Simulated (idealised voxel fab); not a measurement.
Proc. module: voxel ribs on slabs
Section cut is 195 nm wide and gridded with 5 nm square cells.
Heads up, the way a cross-section reads in here is a grid of square cells, handed over as bands from the top down, with every band being one or more rows of cells. Per band: top height and bottom height in nm, followed by the left-to-right materials and their widths in nm; "throughout" marks a single material spanning edge to edge, "blank" marks empty space. We count height from 0. Below that, the starting wafer is all one material. The lowest band never ends at the bottom but goes on down; see "0 and below" for how that is written. Width spec "30 to 40" -> top row of cells at first value, bottom row at second value, equal per-row change in between. Where the words "nothing changed" appear for a step, the cross-section shows no cell changed by that step; every cell remained as before. The list in "Closed voids list" covers empty spaces of 8 cells or more that cannot reach the top through any open way, and it gives each as width x height at distance; the distance is from the left edge, and width, height and distance are in nm. That trailing text on a step's line, after the settings, is the simulator's own remark on the step. "overlay nm" on a masked step: distance the mask lay right of its planned place, negative for left.

-- Set out below are the planned steps of the process
1) op RECEIVE | material Si
2) op DIRECTIONAL_DEP | material SiO2 | thk nm 25
3) op DIRECTIONAL_DEP | material polySi | thk nm 20
4) op MASKED_ETCH | tone cover | mask id RIB | width nm 15 | etch materials polySi | depth nm 15 | overlay nm 0
5) op DIRECTIONAL_DEP | material aC | thk nm 15
6) op PATTERN | tone cover | mask id SLAB | material resist | width nm 65 | thk nm 35 | overlay nm 0
7) op DIRECTIONAL_ETCH | etch materials aC | depth nm 15
8) op STRIP | etch materials resist
9) op DIRECTIONAL_ETCH | etch materials polySi | depth nm 5
10) op STRIP | etch materials aC
11) op FILL_DEP | material SiO2 | thk nm 20
12) op CMP | height nm 55
13) op DIRECTIONAL_DEP | material TiN | thk nm 5
14) op PATTERN | tone cover | mask id HEATER | material resist | width nm 25 | thk nm 20 | overlay nm 0
15) op DIRECTIONAL_ETCH | etch materials TiN | depth nm 5
16) op STRIP | etch materials resist
17) op CONFORMAL_DEP | material SiN | thk nm 5

-- As-received wafer cross-section (after step 1)
0 and below: Si throughout
Closed voids list: none

-- Wafer cross-section at end of module: start and plan as shown above, one execution error
65 down to 60: 80 blank; 35 SiN; 80 blank
60 down to 55: 85 SiN; 25 TiN; 85 SiN
55 down to 50: SiO2 throughout
50 down to 35: 90 SiO2; 15 polySi; 90 SiO2
35 down to 30: 65 SiO2; 65 polySi; 65 SiO2
30 down to 0: SiO2 throughout
0 and below: Si throughout
Closed voids list: none
Plan not followed: step 2 went in with a setting other than planned; the actual run was op DIRECTIONAL_DEP | material SiO2 | thk nm 30
